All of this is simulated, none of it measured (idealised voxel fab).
Process module in this document: voxel trench capacitor
Each square cell in cross-section cut measures 5 nm, and the section as a whole is 270 nm wide.
Heads up, the way a cross-section reads in here is a grid of square cells, handed over as bands from the top down, with every band being one or more rows of cells. Each band's line starts with the height of the band's top and of its bottom, in nm. Then come its materials from left to right, each with its width in nm. One material with "throughout" fills the band from edge to edge. "empty" is empty space. For the purposes of this specification, 0 denotes the height below which the wafer in its as-received condition is composed wholly of one material, and the lowermost band, lacking a lower limit, extends downward without end, as expressed in "top 0, no bottom". The expression "30 to 40" gives the width at the extremes of the band, the first number at its top row of cells and the second at its bottom row, with the width changing by equal amounts from each row to the next in between. Where the words "no change occurred" appear for a step, the cross-section shows no cell changed by that step; every cell remained as before. Each empty space that has no open way to the top and spans at least 8 cells appears under "Closed void table" as width x height at distance, the distance counted from the left edge, all in nm. What comes after the settings on a step's line is commentary from the simulator itself on that step. The line of a step may include "overlay nm". On a step with a mask, this value is how far to the right of its planned place the mask lay. A negative value means the mask lay to the left.

Process steps (planned):
1) RECEIVE | material Si
2) CONFORMAL_DEP | material SiN | thk nm 10
3) DIRECTIONAL_DEP | material aC | thk nm 15
4) PATTERN | tone open | mask id TRENCH | material resist | width nm 25 | pitch nm 40 | thk nm 35 | overlay nm 0
5) DIRECTIONAL_ETCH | etch materials aC | depth nm 15
6) STRIP | etch materials resist
7) DIRECTIONAL_ETCH | etch materials SiN | depth nm 10
8) DIRECTIONAL_ETCH | etch materials Si | depth nm 30
9) STRIP | etch materials aC
10) CONFORMAL_DEP | material HfO2 | thk nm 5
11) CONFORMAL_DEP | material TiN | thk nm 5
12) FILL_DEP | material W | thk nm 5
13) CMP | height nm 10

Received-state cross-section, reflecting completion of step 1:
top 0, no bottom = Si throughout
Closed void table: none

End-of-module cross-section of the first of two wafers, processed as planned:
top 10, bottom 0 = 80 nm SiN / 5 nm HfO2 / 5 nm TiN / 5 nm W / 5 nm TiN / 5 nm HfO2 / 15 nm SiN / 5 nm HfO2 / 5 nm TiN / 5 nm W / 5 nm TiN / 5 nm HfO2 / 15 nm SiN / 5 nm HfO2 / 5 nm TiN / 5 nm W / 5 nm TiN / 5 nm HfO2 / 85 nm SiN
top 0, bottom -20 = 80 nm Si / 5 nm HfO2 / 5 nm TiN / 5 nm W / 5 nm TiN / 5 nm HfO2 / 15 nm Si / 5 nm HfO2 / 5 nm TiN / 5 nm W / 5 nm TiN / 5 nm HfO2 / 15 nm Si / 5 nm HfO2 / 5 nm TiN / 5 nm W / 5 nm TiN / 5 nm HfO2 / 85 nm Si
top -20, bottom -25 = 80 nm Si / 5 nm HfO2 / 15 nm TiN / 5 nm HfO2 / 15 nm Si / 5 nm HfO2 / 15 nm TiN / 5 nm HfO2 / 15 nm Si / 5 nm HfO2 / 15 nm TiN / 5 nm HfO2 / 85 nm Si
top -25, bottom -30 = 80 nm Si / 25 nm HfO2 / 15 nm Si / 25 nm HfO2 / 15 nm Si / 25 nm HfO2 / 85 nm Si
top -30, no bottom = Si throughout
Closed void table: none

Cross-section, wafer two of two, end of module: same start and plan as wafer one, one error in execution:
top 10, bottom 0 = 80 nm SiN / 5 nm HfO2 / 5 nm TiN / 5 nm SiN / 5 nm TiN / 5 nm HfO2 / 15 nm SiN / 5 nm HfO2 / 5 nm TiN / 5 nm SiN / 5 nm TiN / 5 nm HfO2 / 15 nm SiN / 5 nm HfO2 / 5 nm TiN / 5 nm SiN / 5 nm TiN / 5 nm HfO2 / 85 nm SiN
top 0, bottom -20 = 80 nm Si / 5 nm HfO2 / 5 nm TiN / 5 nm SiN / 5 nm TiN / 5 nm HfO2 / 15 nm Si / 5 nm HfO2 / 5 nm TiN / 5 nm SiN / 5 nm TiN / 5 nm HfO2 / 15 nm Si / 5 nm HfO2 / 5 nm TiN / 5 nm SiN / 5 nm TiN / 5 nm HfO2 / 85 nm Si
top -20, bottom -25 = 80 nm Si / 5 nm HfO2 / 15 nm TiN / 5 nm HfO2 / 15 nm Si / 5 nm HfO2 / 15 nm TiN / 5 nm HfO2 / 15 nm Si / 5 nm HfO2 / 15 nm TiN / 5 nm HfO2 / 85 nm Si
top -25, bottom -30 = 80 nm Si / 25 nm HfO2 / 15 nm Si / 25 nm HfO2 / 15 nm Si / 25 nm HfO2 / 85 nm Si
top -30, no bottom = Si throughout
Closed void table: none
Finding, execution versus plan: planned and actual differ for step 12; actual: FILL_DEP | material SiN | thk nm 5
Bottom line after processing is that, in cells, the second wafer is up or down on some materials versus the first: SiN: 18 more | W: 18 fewer
